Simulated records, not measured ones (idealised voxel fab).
Module name: voxel released beams (process module)
The figure presents cross-section cut, which has a width of 220 nm and is divided into square cells with an edge length of 5 nm.
Square cells in a grid make up a cross-section in this document, and the grid is given as bands, listed from the top down, each one or more rows of cells. What a band's entry tells you: where the top is and where the bottom is, as heights in nm, and after that what lies inside, material by material from left to right, each with its width in nm. Empty space is written as the word "air", and a single material marked with the word "everywhere" occupies the band from edge to edge. Heights are reckoned from 0. Under this level, the received wafer is all of one material. The bottommost band is open-ended downward, for example "0 down". Width spec "30..40" -> top row of cells at first value, bottom row at second value, equal per-row change in between. Where the words "no modification" appear for a step, the cross-section shows no cell changed by that step; every cell remained as before. "Enclosed void entries" enumerates empty spaces isolated from the top, with no open way to it, that contain at least 8 cells, giving each as width x height at distance from the left edge, all three in nm. Text after the settings on a step's line: the simulator's own remark on that step. When a step includes a mask, the "overlay nm" setting on its line states how far to the right of its planned place that mask lay, and negative values state how far to the left.

### plan
- 1: RECEIVE: material Si
- 2: CONFORMAL_DEP: material SiN, thk nm 5
- 3: DIRECTIONAL_DEP: material SiO2, thk nm 15
- 4: PATTERN: tone open, mask id ANCHOR, material resist, width nm 35, thk nm 20, overlay nm 0
- 5: DIRECTIONAL_ETCH: etch materials SiO2, depth nm 15
- 6: STRIP: etch materials resist
- 7: CONFORMAL_DEP: material TiN, thk nm 5
- 8: MASKED_ETCH: tone cover, mask id BEAM, width nm 105, etch materials TiN, depth nm 10, overlay nm 0
- 9: STRIP: etch materials SiO2
Don't read the plan's thk nm for step 7 as applying to every wafer: that's the first wafer's value, and the wafers differ in it, though they all start identical.

### Incoming state of the first of several wafers in cross-section: after step 1
  0 down = Si everywhere
  Enclosed void entries: none

### First wafer of several, cross-section, module end, after step 9 (last)
  25 to 20 = air 55 | TiN 10 | air 25 | TiN 70 | air 60
  20 to 10 = air 60 | TiN 5 | air 25 | TiN 5 | air 125
  10 to 5 = air 60 | TiN 35 | air 125
  5 to 0 = SiN everywhere
  0 down = Si everywhere
  Enclosed void entries: none

### Cross-section of the last wafer at end of module
  45 to 35 = air 55 | TiN 105 | air 60
  35 to 20 = TiN everywhere
  20 to 5 = SiO2 60 | TiN 35 | SiO2 125
  5 to 0 = SiN everywhere
  0 down = Si everywhere
  Enclosed void entries: none

### The table below has one row for each wafer; a row shows, as of the end of the module, how many cells of each material the wafer has gained, marked (+), or lost, marked (-), since it was received, and then the wafer's closed voids
thk nm 5 | +44 SiN | +27 TiN | Enclosed void entries: none
thk nm 10 | +44 SiN | +54 TiN | Enclosed void entries: none
thk nm 15 | +44 SiN | +111 SiO2 | +104 TiN | Enclosed void entries: none
thk nm 20 | +44 SiN | +111 SiO2 | +151 TiN | Enclosed void entries: none
thk nm 25 | +44 SiN | +111 SiO2 | +195 TiN | Enclosed void entries: none
